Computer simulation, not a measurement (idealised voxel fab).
process module | voxel self aligned contacts
cross-section cut | 170 nm wide | cells 5 nm
A cross-section is a grid of square cells, given in bands from the top down. A band is one or more rows of cells.
Each band's line starts with the height of the band's top and of its bottom, in nm. Then come its materials from left to right, each with its width in nm. One material with "throughout" fills the band from edge to edge. "air" is empty space.
Height 0 is the level under which the wafer as received is all one material. The lowest band goes on downwards, as in "0 down".
A width such as "30 to 40" changes by the same amount from each row of cells to the next, from the band's top row to its bottom row.
"no change" after a step means that no cell of the cross-section changed.
closed voids: empty space of 8 cells or more with no open way to the top, each as width x height at its distance from the left edge, in nm
after a step's settings: what the simulator itself notes on the step
overlay nm, on a step with a mask: how far to the right of its planned place the mask lay; to the left if negative
plan
1 op RECEIVE | material Si
2 op OXIDIZE | depth nm 5
3 op DIRECTIONAL_DEP | material polySi | thk nm 20
4 op DIRECTIONAL_DEP | material SiN | thk nm 25
5 op DIRECTIONAL_DEP | material aC | thk nm 15
6 op PATTERN | tone cover | mask id GATE | material resist | width nm 35 | pitch nm 70 | thk nm 30 | overlay nm -15
7 op DIRECTIONAL_ETCH | etch materials aC | depth nm 15
8 op STRIP | etch materials resist
9 op DIRECTIONAL_ETCH | etch materials SiN | depth nm 25
10 op DIRECTIONAL_ETCH | etch materials polySi | depth nm 20
11 op STRIP | etch materials aC
12 op CONFORMAL_DEP | material SiN | thk nm 10
13 op DIRECTIONAL_ETCH | etch materials SiN | depth nm 10
14 op FILL_DEP | material SiO2 | thk nm 15
15 op CMP | height nm 50
16 op PATTERN | tone open | mask id CONTACT | material resist | width nm 55 | thk nm 20 | overlay nm 0
17 op DIRECTIONAL_ETCH | etch materials SiO2 | depth nm 55
18 op STRIP | etch materials resist
19 op CONFORMAL_DEP | material TiN | thk nm 5
20 op FILL_DEP | material Ru | thk nm 5
21 op CMP | height nm 50
22 op CONFORMAL_DEP | material SiCN | thk nm 5
varied across the wafers: overlay nm of step 6. The plan shows the first wafer's value. All wafers start alike
first wafer as received, after step 1
  0 down: Si throughout
  closed voids: none
first wafer at the end, after step 22
  55 to 50: SiCN throughout
  50 to 45: SiO2 55 | TiN 10 | Ru 5 | TiN 40 | SiO2 60
  45 to 20: SiO2 5 | SiN 55 | TiN 5 | Ru 5 | TiN 5 | SiN 55 | SiO2 40
  20 to 0: SiO2 5 | SiN 10 | polySi 35 | SiN 10 | TiN 5 | Ru 5 | TiN 5 | SiN 10 | polySi 35 | SiN 10 | SiO2 40
  0 to -5: SiO2 60 | TiN 15 | SiO2 95
  -5 down: Si throughout
  closed voids: none
last wafer at the end
  55 to 50: SiCN throughout
  50 to 45: SiO2 55 | TiN 40 | Ru 5 | TiN 10 | SiO2 60
  45 to 20: SiO2 35 | SiN 55 | TiN 5 | Ru 5 | TiN 5 | SiN 55 | SiO2 10
  20 to 0: SiO2 35 | SiN 10 | polySi 35 | SiN 10 | TiN 5 | Ru 5 | TiN 5 | SiN 10 | polySi 35 | SiN 10 | SiO2 10
  0 to -5: SiO2 90 | TiN 15 | SiO2 65
  -5 down: Si throughout
  closed voids: none
each wafer at the end: cells of each material gained (+) or lost (-) since it was received, then its closed voids
overlay nm -15 | +10 Ru | -34 Si | +34 SiCN | +142 SiN | +135 SiO2 | +31 TiN | +56 polySi | closed voids: none
overlay nm -10 | +10 Ru | -34 Si | +34 SiCN | +142 SiN | +135 SiO2 | +31 TiN | +56 polySi | closed voids: none
overlay nm -5 | +10 Ru | -34 Si | +34 SiCN | +142 SiN | +135 SiO2 | +31 TiN | +56 polySi | closed voids: none
overlay nm 0 | +10 Ru | -34 Si | +34 SiCN | +142 SiN | +135 SiO2 | +31 TiN | +56 polySi | closed voids: none
overlay nm 5 | +10 Ru | -34 Si | +34 SiCN | +142 SiN | +135 SiO2 | +31 TiN | +56 polySi | closed voids: none
overlay nm 10 | +10 Ru | -34 Si | +34 SiCN | +142 SiN | +135 SiO2 | +31 TiN | +56 polySi | closed voids: none
overlay nm 15 | +10 Ru | -34 Si | +34 SiCN | +142 SiN | +135 SiO2 | +31 TiN | +56 polySi | closed voids: none
